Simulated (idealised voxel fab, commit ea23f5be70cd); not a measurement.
The process module that follows is named voxel capacitor over wiring.
Each square cell in cross-section cut measures 5 nm, and the section as a whole is 215 nm wide.
Format of a cross-section: grid, square cells. Given as bands. Order: top down. Band: one or more rows of cells. Look at the band entry: it leads with the top's height and the bottom's height in nm. Then it lists the materials left to right, with a width in nm for each. The word "everywhere" on a single material says that material fills the band edge to edge. The word "blank" is empty space. Heights are expressed relative to 0, this being the level below which the as-received wafer comprises one material exclusively. The lowest band is unbounded in the downward direction and is denoted as in "0..down". Read "30->40" as a graded width: first number on top, second number at the bottom, same change between each pair of neighbouring rows. Reading "no change occurred" for a step: not a cell of the cross-section changed in it. Look at "Unvented cavities" for the closed voids: empty spaces with no open path to the top, sized 8 cells or up. Each is width x height at distance, distance from the left edge, all nm. That trailing text on a step's line, after the settings, is the simulator's own remark on the step. "overlay nm", when on a step's line for a step with a mask, measures how far to the right of its planned place the mask lay; a negative measure means to the left.
[The process steps that were planned are listed below]
- 1: op RECEIVE | material Si
- 2: op CONFORMAL_DEP | material SiO2 | thk nm 15
- 3: op CONFORMAL_DEP | material SiN | thk nm 5
- 4: op DIRECTIONAL_DEP | material lowk | thk nm 20
- 5: op MASKED_ETCH | tone open | mask id METAL_1 | width nm 25 | pitch nm 95 | etch materials lowk | depth nm 20 | overlay nm 0
- 6: op MASKED_ETCH | tone open | mask id METAL_1 | width nm 25 | pitch nm 95 | etch materials SiN | depth nm 5 | overlay nm 0
- 7: op CONFORMAL_DEP | material TiN | thk nm 5
- 8: op FILL_DEP | material W | thk nm 5
- 9: op CMP | height nm 40
- 10: op EPI | material Ru | thk nm 5
- 11: op FILL_DEP | material SiCN | thk nm 5
- 12: op DIRECTIONAL_DEP | material SiO2 | thk nm 10
- 13: op PATTERN | tone open | mask id PLUG_1 | material resist | width nm 15 | thk nm 15 | overlay nm 0
- 14: op DIRECTIONAL_ETCH | etch materials SiO2 | depth nm 10
- 15: op DIRECTIONAL_ETCH | etch materials SiCN | depth nm 5
- 16: op STRIP | etch materials resist
- 17: op CONFORMAL_DEP | material TiN | thk nm 5
- 18: op FILL_DEP | material Ru | thk nm 5
- 19: op CMP | height nm 60
- 20: op DIRECTIONAL_DEP | material TiN | thk nm 10
- 21: op DIRECTIONAL_DEP | material HfO2 | thk nm 5
- 22: op DIRECTIONAL_DEP | material TiN | thk nm 10
- 23: op DIRECTIONAL_DEP | material aC | thk nm 10
- 24: op PATTERN | tone cover | mask id UPPER_PLATE | material resist | width nm 75 | thk nm 25 | overlay nm 0
- 25: op DIRECTIONAL_ETCH | etch materials aC | depth nm 10
- 26: op STRIP | etch materials resist
- 27: op DIRECTIONAL_ETCH | etch materials TiN | depth nm 10
- 28: op DIRECTIONAL_ETCH | etch materials HfO2 | depth nm 5
- 29: op STRIP | etch materials aC
- 30: op MASKED_ETCH | tone cover | mask id LOWER_PLATE | width nm 85 | etch materials TiN | depth nm 10 | overlay nm 0
- 31: op FILL_DEP | material SiO2 | thk nm 20
- 32: op CMP | height nm 100
- 33: op PATTERN | tone open | mask id PLUG_2 | material resist | width nm 15 | thk nm 20 | overlay nm 0
- 34: op DIRECTIONAL_ETCH | etch materials SiO2 | depth nm 15
- 35: op STRIP | etch materials resist
- 36: op CONFORMAL_DEP | material TiN | thk nm 5
- 37: op FILL_DEP | material Ru | thk nm 5
- 38: op CMP | height nm 100
- 39: op CONFORMAL_DEP | material SiN | thk nm 5
[Cross-section of the incoming wafer, state after step 1]
* 0..down: Si everywhere
* Unvented cavities: none
[Here's the cross-section of the first of our two wafers at the end of the module - it ran as planned]
* 105..100: SiN everywhere
* 100..90: SiO2=65, then TiN=5, then Ru=5, then TiN=5, then SiO2=135
* 90..85: SiO2=65, then TiN=15, then SiO2=135
* 85..75: SiO2=55, then TiN=75, then SiO2=85
* 75..70: SiO2=55, then HfO2=75, then SiO2=85
* 70..60: SiO2=50, then TiN=85, then SiO2=80
* 60..50: SiO2=55, then TiN=5, then Ru=5, then TiN=5, then SiO2=145
* 50..45: SiCN=55, then TiN=15, then SiCN=145
* 45..40: SiCN=40, then Ru=35, then SiCN=60, then Ru=35, then SiCN=45
* 40..20: lowk=45, then TiN=5, then W=15, then TiN=5, then lowk=70, then TiN=5, then W=15, then TiN=5, then lowk=50
* 20..15: SiN=45, then TiN=25, then SiN=70, then TiN=25, then SiN=50
* 15..0: SiO2 everywhere
* 0..down: Si everywhere
* Unvented cavities: none
[Wafer two (of two), end-of-module cross-section: start = wafer one, plan = wafer one, one run mistake]
* 105..100: SiN everywhere
* 100..90: SiO2=65, then TiN=5, then Ru=5, then TiN=5, then SiO2=135
* 90..85: SiO2=65, then TiN=15, then SiO2=135
* 85..80: SiO2 everywhere
* 80..70: SiO2=55, then TiN=75, then SiO2=85
* 70..60: SiO2=50, then TiN=85, then SiO2=80
* 60..50: SiO2=55, then TiN=5, then Ru=5, then TiN=5, then SiO2=145
* 50..45: SiCN=55, then TiN=15, then SiCN=145
* 45..40: SiCN=40, then Ru=35, then SiCN=60, then Ru=35, then SiCN=45
* 40..20: lowk=45, then TiN=5, then W=15, then TiN=5, then lowk=70, then TiN=5, then W=15, then TiN=5, then lowk=50
* 20..15: SiN=45, then TiN=25, then SiN=70, then TiN=25, then SiN=50
* 15..0: SiO2 everywhere
* 0..down: Si everywhere
* Unvented cavities: none
Against the plan, the run slipped here: step 21 was dropped from the plan's execution and never run
Final cells, second wafer relative to first, materials higher or lower: HfO2 -15, SiO2 +15
